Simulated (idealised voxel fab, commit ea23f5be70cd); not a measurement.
Process module heading - voxel transistor to metal
Xsec cut, 270 nm wide, square cell size 5 nm.
Think of the cross-section as a grid of square cells. We describe it in bands, top to bottom, and each band covers one or more rows of those cells. Heights first: top, then bottom, in nm. Then materials, left to right, each with a width in nm. "everywhere" on a single material: fills the band edge to edge. "blank": empty space. Height reference: 0 = level under which incoming wafer is all one material. Lowest band: no bottom, runs on downward, e.g. "0 down". Width "30..40": first value at the band's top row of cells, second value at its bottom row, equal change from row to row. Take "nothing changed" at face value: in the step it is given for, the cross-section changed in none of its cells. Closed-off voids of 8+ cells (no open route to the top) go in "Enclosed void entries", written width x height at distance from the left edge, in nm. after a step's settings: what the simulator itself notes on the step. For masked steps, "overlay nm" on the step line gives how far right of plan the mask actually lay; a minus sign means it lay to the left.

# Planned step list for the process
1,RECEIVE (material Si)
2,CONFORMAL_DEP (material SiO2; thk nm 5)
3,CONFORMAL_DEP (material SiN; thk nm 10)
4,DIRECTIONAL_DEP (material aC; thk nm 15)
5,PATTERN (tone cover; mask id ACTIVE; material resist; width nm 105; pitch nm 135; thk nm 30; overlay nm 0)
6,DIRECTIONAL_ETCH (etch materials aC; depth nm 15)
7,STRIP (etch materials resist)
8,DIRECTIONAL_ETCH (etch materials SiN; depth nm 10)
9,DIRECTIONAL_ETCH (etch materials SiO2; depth nm 5)
10,DIRECTIONAL_ETCH (etch materials Si; depth nm 30)
11,STRIP (etch materials aC)
12,FILL_DEP (material SiO2; thk nm 10)
13,CMP (height nm 15)
14,SELECTIVE_ETCH (etch materials SiO2; depth nm 10)
15,STRIP (etch materials SiN)
16,SELECTIVE_ETCH (etch materials SiO2; depth nm 5)
17,OXIDIZE (depth nm 5)
18,DIRECTIONAL_DEP (material polySi; thk nm 25)
19,DIRECTIONAL_DEP (material SiCN; thk nm 15)
20,MASKED_ETCH (tone cover; mask id GATE; width nm 15; pitch nm 135; etch materials SiCN; depth nm 25; overlay nm 0)
21,MASKED_ETCH (tone cover; mask id GATE; width nm 15; pitch nm 135; etch materials polySi; depth nm 35; overlay nm 0)
22,CONFORMAL_DEP (material SiN; thk nm 5)
23,DIRECTIONAL_ETCH (etch materials SiN; depth nm 5)
24,DIRECTIONAL_ETCH (etch materials SiO2; depth nm 5)
25,DIRECTIONAL_ETCH (etch materials Si; depth nm 15)
26,EPI (material pSi; thk nm 20)
27,FILL_DEP (material SiO2; thk nm 5)
28,CMP (height nm 40)
29,DIRECTIONAL_DEP (material SiO2; thk nm 15)
30,DIRECTIONAL_DEP (material aC; thk nm 10)
31,PATTERN (tone open; mask id CONTACT; material resist; width nm 35; thk nm 30; overlay nm 0)
32,DIRECTIONAL_ETCH (etch materials aC; depth nm 10)
33,STRIP (etch materials resist)
34,DIRECTIONAL_ETCH (etch materials SiO2; depth nm 55)
35,STRIP (etch materials aC)
36,CONFORMAL_DEP (material TiN; thk nm 5)
37,FILL_DEP (material W; thk nm 5)
38,CMP (height nm 55)
39,DIRECTIONAL_DEP (material TiN; thk nm 5)
40,DIRECTIONAL_DEP (material W; thk nm 20)
41,MASKED_ETCH (tone cover; mask id METAL_1; width nm 20; etch materials W; depth nm 20; overlay nm 0)
42,MASKED_ETCH (tone cover; mask id METAL_1; width nm 20; etch materials TiN; depth nm 5; overlay nm 0)
43,CONFORMAL_DEP (material SiN; thk nm 5)
44,FILL_DEP (material SiO2; thk nm 5)
45,CMP (height nm 80)
46,CONFORMAL_DEP (material SiCN; thk nm 5)
47,DIRECTIONAL_DEP (material lowk; thk nm 35)
48,DIRECTIONAL_DEP (material aC; thk nm 15)
49,PATTERN (tone open; mask id METAL_2_HOLES; material resist; width nm 15; pitch nm 135; thk nm 35; overlay nm 0)
50,DIRECTIONAL_ETCH (etch materials aC; depth nm 15)
51,STRIP (etch materials resist)
52,DIRECTIONAL_ETCH (etch materials lowk; depth nm 35)
53,STRIP (etch materials aC)
54,DIRECTIONAL_DEP (material aC; thk nm 10)
55,PATTERN (tone open; mask id METAL_2; material resist; width nm 20; pitch nm 135; thk nm 30; overlay nm 0)
56,DIRECTIONAL_ETCH (etch materials aC; depth nm 10)
57,STRIP (etch materials resist)
58,DIRECTIONAL_ETCH (etch materials lowk; depth nm 20)
59,DIRECTIONAL_ETCH (etch materials SiCN; depth nm 5)
60,STRIP (etch materials aC)
61,CONFORMAL_DEP (material TiN; thk nm 5)
62,FILL_DEP (material Cu; thk nm 5)
63,CMP (height nm 120)
64,CONFORMAL_DEP (material SiCN; thk nm 5)

# On the first of the two wafers: run conducted according to plan

# So this is the incoming wafer in cross-section - it's already been through step 1
0 down = Si everywhere
Enclosed void entries: none

# After step 2, in cross-section
5 to 0 = SiO2 everywhere
Nothing below the height 0 has changed.

# After step 3, in cross-section
15 to 5 = SiN everywhere
Nothing below the height 5 has changed.

# After step 4, in cross-section
30 to 15 = aC everywhere
Nothing below the height 15 has changed.

# After step 5, in cross-section
60 to 30 = blank (15) / resist (105) / blank (30) / resist (105) / blank (15)
Nothing below the height 30 has changed.

# After step 6, in cross-section
45 to 30 = blank (15) / resist (105) / blank (30) / resist (105) / blank (15)
30 to 15 = blank (15) / aC (105) / blank (30) / aC (105) / blank (15)
Nothing below the height 15 has changed.

# After step 7, in cross-section
30 to 15 = blank (15) / aC (105) / blank (30) / aC (105) / blank (15)
Nothing below the height 15 has changed.

# After step 8, in cross-section
30 to 15 = blank (15) / aC (105) / blank (30) / aC (105) / blank (15)
15 to 5 = blank (15) / SiN (105) / blank (30) / SiN (105) / blank (15)
Nothing below the height 5 has changed.

# After step 9, in cross-section
30 to 15 = blank (15) / aC (105) / blank (30) / aC (105) / blank (15)
15 to 5 = blank (15) / SiN (105) / blank (30) / SiN (105) / blank (15)
5 to 0 = blank (15) / SiO2 (105) / blank (30) / SiO2 (105) / blank (15)
Nothing below the height 0 has changed.

# After step 10, in cross-section
30 to 15 = blank (15) / aC (105) / blank (30) / aC (105) / blank (15)
15 to 5 = blank (15) / SiN (105) / blank (30) / SiN (105) / blank (15)
5 to 0 = blank (15) / SiO2 (105) / blank (30) / SiO2 (105) / blank (15)
0 to -30 = blank (15) / Si (105) / blank (30) / Si (105) / blank (15)
Nothing below the height -30 has changed.

# After step 11, in cross-section
15 to 5 = blank (15) / SiN (105) / blank (30) / SiN (105) / blank (15)
Nothing below the height 5 has changed.

# After step 12, in cross-section
25 to 15 = SiO2 everywhere
15 to 5 = SiO2 (15) / SiN (105) / SiO2 (30) / SiN (105) / SiO2 (15)
5 to 0 = SiO2 everywhere
0 to -30 = SiO2 (15) / Si (105) / SiO2 (30) / Si (105) / SiO2 (15)
Nothing below the height -30 has changed.

# After step 13, in cross-section
15 to 5 = SiO2 (15) / SiN (105) / SiO2 (30) / SiN (105) / SiO2 (15)
Nothing below the height 5 has changed.

# After step 14, in cross-section
15 to 5 = blank (15) / SiN (105) / blank (30) / SiN (105) / blank (15)
Nothing below the height 5 has changed.

# After step 15, in cross-section
5 to 0 = SiO2 everywhere
Nothing below the height 0 has changed.

# After step 16, in cross-section
0 to -30 = SiO2 (15) / Si (105) / SiO2 (30) / Si (105) / SiO2 (15)
Nothing below the height -30 has changed.

# After step 17, in cross-section
0 to -5 = SiO2 everywhere
Nothing below the height -5 has changed.

# After step 18, in cross-section
25 to 0 = polySi everywhere
Nothing below the height 0 has changed.

# After step 19, in cross-section
40 to 25 = SiCN everywhere
Nothing below the height 25 has changed.

# After step 20, in cross-section
40 to 25 = blank (60) / SiCN (15) / blank (120) / SiCN (15) / blank (60)
Nothing below the height 25 has changed.

# After step 21, in cross-section
40 to 25 = blank (60) / SiCN (15) / blank (120) / SiCN (15) / blank (60)
25 to 0 = blank (60) / polySi (15) / blank (120) / polySi (15) / blank (60)
Nothing below the height 0 has changed.

# After step 22, in cross-section
45 to 40 = blank (55) / SiN (25) / blank (110) / SiN (25) / blank (55)
40 to 25 = blank (55) / SiN (5) / SiCN (15) / SiN (5) / blank (110) / SiN (5) / SiCN (15) / SiN (5) / blank (55)
25 to 5 = blank (55) / SiN (5) / polySi (15) / SiN (5) / blank (110) / SiN (5) / polySi (15) / SiN (5) / blank (55)
5 to 0 = SiN (60) / polySi (15) / SiN (120) / polySi (15) / SiN (60)
Nothing below the height 0 has changed.

# After step 23, in cross-section
40 to 25 = blank (55) / SiN (5) / SiCN (15) / SiN (5) / blank (110) / SiN (5) / SiCN (15) / SiN (5) / blank (55)
25 to 0 = blank (55) / SiN (5) / polySi (15) / SiN (5) / blank (110) / SiN (5) / polySi (15) / SiN (5) / blank (55)
Nothing below the height 0 has changed.

# After step 24, in cross-section
40 to 25 = blank (55) / SiN (5) / SiCN (15) / SiN (5) / blank (110) / SiN (5) / SiCN (15) / SiN (5) / blank (55)
25 to 0 = blank (55) / SiN (5) / polySi (15) / SiN (5) / blank (110) / SiN (5) / polySi (15) / SiN (5) / blank (55)
0 to -5 = blank (55) / SiO2 (25) / blank (110) / SiO2 (25) / blank (55)
Nothing below the height -5 has changed.

# After step 25, in cross-section
40 to 25 = blank (55) / SiN (5) / SiCN (15) / SiN (5) / blank (110) / SiN (5) / SiCN (15) / SiN (5) / blank (55)
25 to 0 = blank (55) / SiN (5) / polySi (15) / SiN (5) / blank (110) / SiN (5) / polySi (15) / SiN (5) / blank (55)
0 to -5 = blank (55) / SiO2 (25) / blank (110) / SiO2 (25) / blank (55)
-5 to -20 = SiO2 (15) / blank (40) / Si (25) / blank (40) / SiO2 (30) / blank (40) / Si (25) / blank (40) / SiO2 (15)
Nothing below the height -20 has changed.

# After step 26, in cross-section
40 to 25 = blank (55) / SiN (5) / SiCN (15) / SiN (5) / blank (110) / SiN (5) / SiCN (15) / SiN (5) / blank (55)
25 to 15 = blank (55) / SiN (5) / polySi (15) / SiN (5) / blank (110) / SiN (5) / polySi (15) / SiN (5) / blank (55)
15 to 0 = blank (35) / pSi (20) / SiN (5) / polySi (15) / SiN (5) / pSi (20) / blank (70) / pSi (20) / SiN (5) / polySi (15) / SiN (5) / pSi (20) / blank (35)
0 to -5 = blank (10) / pSi (45) / SiO2 (25) / pSi (45) / blank (20) / pSi (45) / SiO2 (25) / pSi (45) / blank (10)
-5 to -20 = SiO2 (15) / pSi (40) / Si (25) / pSi (40) / SiO2 (30) / pSi (40) / Si (25) / pSi (40) / SiO2 (15)
Nothing below the height -20 has changed.

# After step 27, in cross-section
45 to 40 = SiO2 everywhere
40 to 25 = SiO2 (55) / SiN (5) / SiCN (15) / SiN (5) / SiO2 (110) / SiN (5) / SiCN (15) / SiN (5) / SiO2 (55)
25 to 15 = SiO2 (55) / SiN (5) / polySi (15) / SiN (5) / SiO2 (110) / SiN (5) / polySi (15) / SiN (5) / SiO2 (55)
15 to 0 = SiO2 (35) / pSi (20) / SiN (5) / polySi (15) / SiN (5) / pSi (20) / SiO2 (70) / pSi (20) / SiN (5) / polySi (15) / SiN (5) / pSi (20) / SiO2 (35)
0 to -5 = SiO2 (10) / pSi (45) / SiO2 (25) / pSi (45) / SiO2 (20) / pSi (45) / SiO2 (25) / pSi (45) / SiO2 (10)
Nothing below the height -5 has changed.

# After step 28, in cross-section
40 to 25 = SiO2 (55) / SiN (5) / SiCN (15) / SiN (5) / SiO2 (110) / SiN (5) / SiCN (15) / SiN (5) / SiO2 (55)
Nothing below the height 25 has changed.

# After step 29, in cross-section
55 to 40 = SiO2 everywhere
Nothing below the height 40 has changed.

# After step 30, in cross-section
65 to 55 = aC everywhere
Nothing below the height 55 has changed.

# After step 31, in cross-section
95 to 65 = resist (20) / blank (35) / resist (25) / blank (35) / resist (40) / blank (35) / resist (25) / blank (35) / resist (20)
Nothing below the height 65 has changed.

# After step 32, in cross-section
85 to 65 = resist (20) / blank (35) / resist (25) / blank (35) / resist (40) / blank (35) / resist (25) / blank (35) / resist (20)
65 to 55 = aC (20) / blank (35) / aC (25) / blank (35) / aC (40) / blank (35) / aC (25) / blank (35) / aC (20)
Nothing below the height 55 has changed.

# After step 33, in cross-section
65 to 55 = aC (20) / blank (35) / aC (25) / blank (35) / aC (40) / blank (35) / aC (25) / blank (35) / aC (20)
Nothing below the height 55 has changed.

# After step 34, in cross-section
65 to 55 = aC (20) / blank (35) / aC (25) / blank (35) / aC (40) / blank (35) / aC (25) / blank (35) / aC (20)
55 to 40 = SiO2 (20) / blank (35) / SiO2 (25) / blank (35) / SiO2 (40) / blank (35) / SiO2 (25) / blank (35) / SiO2 (20)
40 to 25 = SiO2 (20) / blank (35) / SiN (5) / SiCN (15) / SiN (5) / blank (35) / SiO2 (40) / blank (35) / SiN (5) / SiCN (15) / SiN (5) / blank (35) / SiO2 (20)
25 to 15 = SiO2 (20) / blank (35) / SiN (5) / polySi (15) / SiN (5) / blank (35) / SiO2 (40) / blank (35) / SiN (5) / polySi (15) / SiN (5) / blank (35) / SiO2 (20)
15 to 0 = SiO2 (20) / blank (15) / pSi (20) / SiN (5) / polySi (15) / SiN (5) / pSi (20) / blank (15) / SiO2 (40) / blank (15) / pSi (20) / SiN (5) / polySi (15) / SiN (5) / pSi (20) / blank (15) / SiO2 (20)
Nothing below the height 0 has changed.

# After step 35, in cross-section
55 to 40 = SiO2 (20) / blank (35) / SiO2 (25) / blank (35) / SiO2 (40) / blank (35) / SiO2 (25) / blank (35) / SiO2 (20)
Nothing below the height 40 has changed.

# After step 36, in cross-section
60 to 55 = TiN (25) / blank (25) / TiN (35) / blank (25) / TiN (50) / blank (25) / TiN (35) / blank (25) / TiN (25)
55 to 40 = SiO2 (20) / TiN (5) / blank (25) / TiN (5) / SiO2 (25) / TiN (5) / blank (25) / TiN (5) / SiO2 (40) / TiN (5) / blank (25) / TiN (5) / SiO2 (25) / TiN (5) / blank (25) / TiN (5) / SiO2 (20)
40 to 25 = SiO2 (20) / TiN (5) / blank (25) / TiN (5) / SiN (5) / SiCN (15) / SiN (5) / TiN (5) / blank (25) / TiN (5) / SiO2 (40) / TiN (5) / blank (25) / TiN (5) / SiN (5) / SiCN (15) / SiN (5) / TiN (5) / blank (25) / TiN (5) / SiO2 (20)
25 to 15 = SiO2 (20) / TiN (5) / blank (25..5) / TiN (5..25) / SiN (5) / polySi (15) / SiN (5) / TiN (5..25) / blank (25..5) / TiN (5) / SiO2 (40) / TiN (5) / blank (25..5) / TiN (5..25) / SiN (5) / polySi (15) / SiN (5) / TiN (5..25) / blank (25..5) / TiN (5) / SiO2 (20)
15 to 5 = SiO2 (20) / TiN (5) / blank (5) / TiN (5) / pSi (20) / SiN (5) / polySi (15) / SiN (5) / pSi (20) / TiN (5) / blank (5) / TiN (5) / SiO2 (40) / TiN (5) / blank (5) / TiN (5) / pSi (20) / SiN (5) / polySi (15) / SiN (5) / pSi (20) / TiN (5) / blank (5) / TiN (5) / SiO2 (20)
5 to 0 = SiO2 (20) / TiN (15) / pSi (20) / SiN (5) / polySi (15) / SiN (5) / pSi (20) / TiN (15) / SiO2 (40) / TiN (15) / pSi (20) / SiN (5) / polySi (15) / SiN (5) / pSi (20) / TiN (15) / SiO2 (20)
Nothing below the height 0 has changed.

# After step 37, in cross-section
65 to 60 = W everywhere
60 to 55 = TiN (25) / W (25) / TiN (35) / W (25) / TiN (50) / W (25) / TiN (35) / W (25) / TiN (25)
55 to 40 = SiO2 (20) / TiN (5) / W (25) / TiN (5) / SiO2 (25) / TiN (5) / W (25) / TiN (5) / SiO2 (40) / TiN (5) / W (25) / TiN (5) / SiO2 (25) / TiN (5) / W (25) / TiN (5) / SiO2 (20)
40 to 25 = SiO2 (20) / TiN (5) / W (25) / TiN (5) / SiN (5) / SiCN (15) / SiN (5) / TiN (5) / W (25) / TiN (5) / SiO2 (40) / TiN (5) / W (25) / TiN (5) / SiN (5) / SiCN (15) / SiN (5) / TiN (5) / W (25) / TiN (5) / SiO2 (20)
25 to 15 = SiO2 (20) / TiN (5) / W (25..5) / TiN (5..25) / SiN (5) / polySi (15) / SiN (5) / TiN (5..25) / W (25..5) / TiN (5) / SiO2 (40) / TiN (5) / W (25..5) / TiN (5..25) / SiN (5) / polySi (15) / SiN (5) / TiN (5..25) / W (25..5) / TiN (5) / SiO2 (20)
15 to 5 = SiO2 (20) / TiN (5) / W (5) / TiN (5) / pSi (20) / SiN (5) / polySi (15) / SiN (5) / pSi (20) / TiN (5) / W (5) / TiN (5) / SiO2 (40) / TiN (5) / W (5) / TiN (5) / pSi (20) / SiN (5) / polySi (15) / SiN (5) / pSi (20) / TiN (5) / W (5) / TiN (5) / SiO2 (20)
Nothing below the height 5 has changed.

# After step 38, in cross-section
55 to 40 = SiO2 (20) / TiN (5) / W (25) / TiN (5) / SiO2 (25) / TiN (5) / W (25) / TiN (5) / SiO2 (40) / TiN (5) / W (25) / TiN (5) / SiO2 (25) / TiN (5) / W (25) / TiN (5) / SiO2 (20)
Nothing below the height 40 has changed.

# After step 39, in cross-section
60 to 55 = TiN everywhere
Nothing below the height 55 has changed.

# After step 40, in cross-section
80 to 60 = W everywhere
Nothing below the height 60 has changed.

# After step 41, in cross-section
80 to 60 = blank (20) / W (20) / blank (55) / W (20) / blank (40) / W (20) / blank (55) / W (20) / blank (20)
Nothing below the height 60 has changed.

# After step 42, in cross-section
80 to 60 = blank (20) / W (20) / blank (55) / W (20) / blank (40) / W (20) / blank (55) / W (20) / blank (20)
60 to 55 = blank (20) / TiN (20) / blank (55) / TiN (20) / blank (40) / TiN (20) / blank (55) / TiN (20) / blank (20)
Nothing below the height 55 has changed.

# After step 43, in cross-section
85 to 80 = blank (15) / SiN (30) / blank (45) / SiN (30) / blank (30) / SiN (30) / blank (45) / SiN (30) / blank (15)
80 to 60 = blank (15) / SiN (5) / W (20) / SiN (5) / blank (45) / SiN (5) / W (20) / SiN (5) / blank (30) / SiN (5) / W (20) / SiN (5) / blank (45) / SiN (5) / W (20) / SiN (5) / blank (15)
60 to 55 = SiN (20) / TiN (20) / SiN (55) / TiN (20) / SiN (40) / TiN (20) / SiN (55) / TiN (20) / SiN (20)
Nothing below the height 55 has changed.

# After step 44, in cross-section
90 to 85 = SiO2 everywhere
85 to 80 = SiO2 (15) / SiN (30) / SiO2 (45) / SiN (30) / SiO2 (30) / SiN (30) / SiO2 (45) / SiN (30) / SiO2 (15)
80 to 60 = SiO2 (15) / SiN (5) / W (20) / SiN (5) / SiO2 (45) / SiN (5) / W (20) / SiN (5) / SiO2 (30) / SiN (5) / W (20) / SiN (5) / SiO2 (45) / SiN (5) / W (20) / SiN (5) / SiO2 (15)
Nothing below the height 60 has changed.

# After step 45, in cross-section
80 to 60 = SiO2 (15) / SiN (5) / W (20) / SiN (5) / SiO2 (45) / SiN (5) / W (20) / SiN (5) / SiO2 (30) / SiN (5) / W (20) / SiN (5) / SiO2 (45) / SiN (5) / W (20) / SiN (5) / SiO2 (15)
Nothing below the height 60 has changed.

# After step 46, in cross-section
85 to 80 = SiCN everywhere
Nothing below the height 80 has changed.

# After step 47, in cross-section
120 to 85 = lowk everywhere
Nothing below the height 85 has changed.

# After step 48, in cross-section
135 to 120 = aC everywhere
Nothing below the height 120 has changed.

# After step 49, in cross-section
170 to 135 = resist (20) / blank (15) / resist (120) / blank (15) / resist (100)
Nothing below the height 135 has changed.

# After step 50, in cross-section
155 to 135 = resist (20) / blank (15) / resist (120) / blank (15) / resist (100)
135 to 120 = aC (20) / blank (15) / aC (120) / blank (15) / aC (100)
Nothing below the height 120 has changed.

# After step 51, in cross-section
135 to 120 = aC (20) / blank (15) / aC (120) / blank (15) / aC (100)
Nothing below the height 120 has changed.

# After step 52, in cross-section
135 to 120 = aC (20) / blank (15) / aC (120) / blank (15) / aC (100)
120 to 85 = lowk (20) / blank (15) / lowk (120) / blank (15) / lowk (100)
Nothing below the height 85 has changed.

# After step 53, in cross-section
120 to 85 = lowk (20) / blank (15) / lowk (120) / blank (15) / lowk (100)
Nothing below the height 85 has changed.

# After step 54, in cross-section
130 to 120 = aC (20) / blank (15) / aC (120) / blank (15) / aC (100)
120 to 95 = lowk (20) / blank (15) / lowk (120) / blank (15) / lowk (100)
95 to 85 = lowk (20) / aC (15) / lowk (120) / aC (15) / lowk (100)
Nothing below the height 85 has changed.

# After step 55, in cross-section
160 to 130 = resist (20) / blank (20) / resist (115) / blank (20) / resist (95)
Nothing below the height 130 has changed.

# After step 56, in cross-section
150 to 130 = resist (20) / blank (20) / resist (115) / blank (20) / resist (95)
130 to 120 = aC (20) / blank (20) / aC (115) / blank (20) / aC (95)
120 to 85 = lowk (20) / blank (15) / lowk (120) / blank (15) / lowk (100)
Nothing below the height 85 has changed.

# After step 57, in cross-section
130 to 120 = aC (20) / blank (20) / aC (115) / blank (20) / aC (95)
Nothing below the height 120 has changed.

# After step 58, in cross-section
130 to 120 = aC (20) / blank (20) / aC (115) / blank (20) / aC (95)
120 to 100 = lowk (20) / blank (20) / lowk (115) / blank (20) / lowk (95)
Nothing below the height 100 has changed.

# After step 59, in cross-section
130 to 120 = aC (20) / blank (20) / aC (115) / blank (20) / aC (95)
120 to 100 = lowk (20) / blank (20) / lowk (115) / blank (20) / lowk (95)
100 to 85 = lowk (20) / blank (15) / lowk (120) / blank (15) / lowk (100)
85 to 80 = SiCN (20) / blank (15) / SiCN (120) / blank (15) / SiCN (100)
Nothing below the height 80 has changed.

# After step 60, in cross-section
120 to 100 = lowk (20) / blank (20) / lowk (115) / blank (20) / lowk (95)
Nothing below the height 100 has changed.

# After step 61, in cross-section
125 to 120 = TiN (25) / blank (10) / TiN (125) / blank (10) / TiN (100)
120 to 105 = lowk (20) / TiN (5) / blank (10) / TiN (5) / lowk (115) / TiN (5) / blank (10) / TiN (5) / lowk (95)
105 to 100 = lowk (20) / TiN (5) / blank (5) / TiN (10) / lowk (115) / TiN (5) / blank (5) / TiN (10) / lowk (95)
100 to 85 = lowk (20) / TiN (5) / blank (5) / TiN (5) / lowk (120) / TiN (5) / blank (5) / TiN (5) / lowk (100)
85 to 80 = SiCN (20) / TiN (15) / SiCN (120) / TiN (15) / SiCN (100)
Nothing below the height 80 has changed.

# After step 62, in cross-section
130 to 125 = Cu everywhere
125 to 120 = TiN (25) / Cu (10) / TiN (125) / Cu (10) / TiN (100)
120 to 105 = lowk (20) / TiN (5) / Cu (10) / TiN (5) / lowk (115) / TiN (5) / Cu (10) / TiN (5) / lowk (95)
105 to 100 = lowk (20) / TiN (5) / Cu (5) / TiN (10) / lowk (115) / TiN (5) / Cu (5) / TiN (10) / lowk (95)
100 to 85 = lowk (20) / TiN (5) / Cu (5) / TiN (5) / lowk (120) / TiN (5) / Cu (5) / TiN (5) / lowk (100)
Nothing below the height 85 has changed.

# After step 63, in cross-section
120 to 105 = lowk (20) / TiN (5) / Cu (10) / TiN (5) / lowk (115) / TiN (5) / Cu (10) / TiN (5) / lowk (95)
Nothing below the height 105 has changed.

# After step 64, in cross-section
125 to 120 = SiCN everywhere
Nothing below the height 120 has changed.

# Wafer two of two - same starting point, same process plan, one mistake in execution; matches wafer one up to and including step 54

# Cross-section of the second wafer at the time by which step 55 should have been completed according to the plan
160 to 130 = blank (20) / resist (20) / blank (115) / resist (20) / blank (95)
130 to 120 = aC (20) / resist (15) / aC (120) / resist (15) / aC (100)
120 to 95 = lowk (20) / resist (15) / lowk (120) / resist (15) / lowk (100)
Nothing below the height 95 has changed.

# Cross-section of the second wafer at the time by which step 56 should have been completed according to the plan
150 to 130 = blank (20) / resist (20) / blank (115) / resist (20) / blank (95)
130 to 120 = blank (20) / resist (15) / aC (5) / blank (115) / resist (15) / aC (5) / blank (95)
Nothing below the height 120 has changed.

# Cross-section of the second wafer at the time by which step 57 should have been completed according to the plan
130 to 120 = blank (35) / aC (5) / blank (130) / aC (5) / blank (95)
120 to 95 = lowk (20) / blank (15) / lowk (120) / blank (15) / lowk (100)
Nothing below the height 95 has changed.

# Cross-section of the second wafer at the time by which step 58 should have been completed according to the plan
130 to 120 = blank (35) / aC (5) / blank (130) / aC (5) / blank (95)
120 to 100 = blank (35) / lowk (5) / blank (130) / lowk (5) / blank (95)
Nothing below the height 100 has changed.

Cross-section of the second wafer at the time by which step 59 should have been completed according to the plan: nothing changed

# Cross-section of the second wafer at the time by which step 60 should have been completed according to the plan
120 to 100 = blank (35) / lowk (5) / blank (130) / lowk (5) / blank (95)
100 to 85 = lowk (20) / blank (15) / lowk (120) / blank (15) / lowk (100)
Nothing below the height 85 has changed.

# Cross-section of the second wafer at the time by which step 61 should have been completed according to the plan
125 to 120 = blank (30) / TiN (15) / blank (120) / TiN (15) / blank (90)
120 to 105 = blank (30) / TiN (5) / lowk (5) / TiN (5) / blank (120) / TiN (5) / lowk (5) / TiN (5) / blank (90)
105 to 100 = TiN (25) / blank (5) / TiN (5) / lowk (5) / TiN (120) / blank (5) / TiN (5) / lowk (5) / TiN (95)
100 to 90 = lowk (20) / TiN (5) / blank (5) / TiN (5) / lowk (120) / TiN (5) / blank (5) / TiN (5) / lowk (100)
90 to 85 = lowk (20) / TiN (15) / lowk (120) / TiN (15) / lowk (100)
Nothing below the height 85 has changed.

# Cross-section of the second wafer at the time by which step 62 should have been completed according to the plan
130 to 125 = Cu everywhere
125 to 120 = Cu (30) / TiN (15) / Cu (120) / TiN (15) / Cu (90)
120 to 105 = Cu (30) / TiN (5) / lowk (5) / TiN (5) / Cu (120) / TiN (5) / lowk (5) / TiN (5) / Cu (90)
105 to 100 = TiN (25) / Cu (5) / TiN (5) / lowk (5) / TiN (120) / Cu (5) / TiN (5) / lowk (5) / TiN (95)
100 to 90 = lowk (20) / TiN (5) / Cu (5) / TiN (5) / lowk (120) / TiN (5) / Cu (5) / TiN (5) / lowk (100)
Nothing below the height 90 has changed.

# Cross-section of the second wafer at the time by which step 63 should have been completed according to the plan
120 to 105 = Cu (30) / TiN (5) / lowk (5) / TiN (5) / Cu (120) / TiN (5) / lowk (5) / TiN (5) / Cu (90)
Nothing below the height 105 has changed.

# Cross-section of the second wafer at the time by which step 64 should have been completed according to the plan
125 to 120 = SiCN everywhere
Nothing below the height 120 has changed.
In executing the process, a mistake was made relative to the plan: contrary to plan, step 55 was performed as PATTERN (tone cover; mask id METAL_2; material resist; width nm 20; pitch nm 135; thk nm 30; overlay nm 0)
Looking at both finished wafers in cells, the second ends up ahead of or behind the first on some materials: 130 more of Cu | 6 more of SiCN | 40 more of TiN | 176 fewer of lowk
